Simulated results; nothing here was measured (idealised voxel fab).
The process module that follows is named voxel air gaps.
Shown is cross-section cut, with a width of 175 nm and square cells of size 5 nm.
A cross-section is written here as square cells arranged in a grid, and it is given in bands from the top down, each band taking up one or more rows of cells.
This entry defines a band. It first specifies the height of the band's top and the height of its bottom in nm, and then specifies the band's materials from left to right, stating each material with its width in nm. The word "everywhere" identifies a single material that fills the band from edge to edge, while the word "blank" identifies empty space.
Basically, 0 is our baseline, since under it the wafer straight out of the box is all one material. The bottom band has no lower end and keeps on going down, so it looks like "z 0 and below".
The width entry "30->40" should be interpreted row by row: the top row of cells in the band takes the first number, the bottom row takes the second number, and the change between adjacent rows is uniform throughout.
Take "nothing was modified" at face value: in the step it is given for, the cross-section changed in none of its cells.
Under "Closed void catalog" you'll find the enclosed gaps, the ones with no way out to the top, that are 8 cells or bigger; each reads width x height at distance, with distance counted from the left edge, everything in nm.
Step line, after settings: the simulator's comment on this step.
"overlay nm" denotes, for a step that has a mask, the displacement of the mask to the right of its planned place, with negative values corresponding to the left.

List of planned process steps
| 1 | op RECEIVE | material Si |
| 2 | op CONFORMAL_DEP | material SiO2 | thk nm 15 |
| 3 | op CONFORMAL_DEP | material SiCN | thk nm 5 |
| 4 | op DIRECTIONAL_DEP | material lowk | thk nm 35 |
| 5 | op DIRECTIONAL_DEP | material aC | thk nm 15 |
| 6 | op PATTERN | tone open | mask id LINES | material resist | width nm 20 | pitch nm 50 | thk nm 35 | overlay nm 0 |
| 7 | op DIRECTIONAL_ETCH | etch materials aC | depth nm 15 |
| 8 | op STRIP | etch materials resist |
| 9 | op DIRECTIONAL_ETCH | etch materials lowk | depth nm 35 |
| 10 | op STRIP | etch materials aC |
| 11 | op CONFORMAL_DEP | material TiN | thk nm 5 |
| 12 | op FILL_DEP | material W | thk nm 10 |
| 13 | op CMP | height nm 55 |
| 14 | op EPI | material Ru | thk nm 10 |
| 15 | op SELECTIVE_ETCH | etch materials lowk | depth nm 45 |
| 16 | op CONFORMAL_DEP | material SiCN | thk nm 5 |

Cross-section of the wafer as it came to us, i.e., already through step 1
	z 0 and below | Si everywhere
	Closed void catalog: none

Post-module cross-section of the first of two wafers (run per plan)
	z 70 to 65 | blank (10)  SiCN (150)  blank (15)
	z 65 to 55 | blank (10)  SiCN (5)  Ru (40)  SiCN (10)  Ru (40)  SiCN (10)  Ru (40)  SiCN (5)  blank (15)
	z 55 to 50 | blank (10)  SiCN (15)  TiN (5)  W (10)  TiN (5)  SiCN (30)  TiN (5)  W (10)  TiN (5)  SiCN (30)  TiN (5)  W (10)  TiN (5)  SiCN (15)  blank (15)
	z 50 to 25 | blank (20)  SiCN (5)  TiN (5)  W (10)  TiN (5)  SiCN (5)  blank (20)  SiCN (5)  TiN (5)  W (10)  TiN (5)  SiCN (5)  blank (20)  SiCN (5)  TiN (5)  W (10)  TiN (5)  SiCN (5)  blank (25)
	z 25 to 20 | SiCN (25)  TiN (20)  SiCN (30)  TiN (20)  SiCN (30)  TiN (20)  SiCN (30)
	z 20 to 15 | SiCN everywhere
	z 15 to 0 | SiO2 everywhere
	z 0 and below | Si everywhere
	Closed void catalog: 20 x 25 at 50; 20 x 25 at 100

Second of two wafers, module complete, sectioned: it shares the first wafer's start and plan but was run with one mistake
	z 60 to 50 | SiCN everywhere
	z 50 to 15 | lowk everywhere
	z 15 to 0 | SiO2 everywhere
	z 0 and below | Si everywhere
	Closed void catalog: none
Misprocessing identified: steps 3 and 4 got flipped, so each one ran where the other should have
Heads up, by the end the second wafer has more or fewer cells of some materials compared to the first: 48 fewer of Ru, 78 fewer of SiCN, 48 fewer of TiN, 36 fewer of W, 245 more of lowk
Closed voids, final: 2 / 0 (first wafer / second wafer).
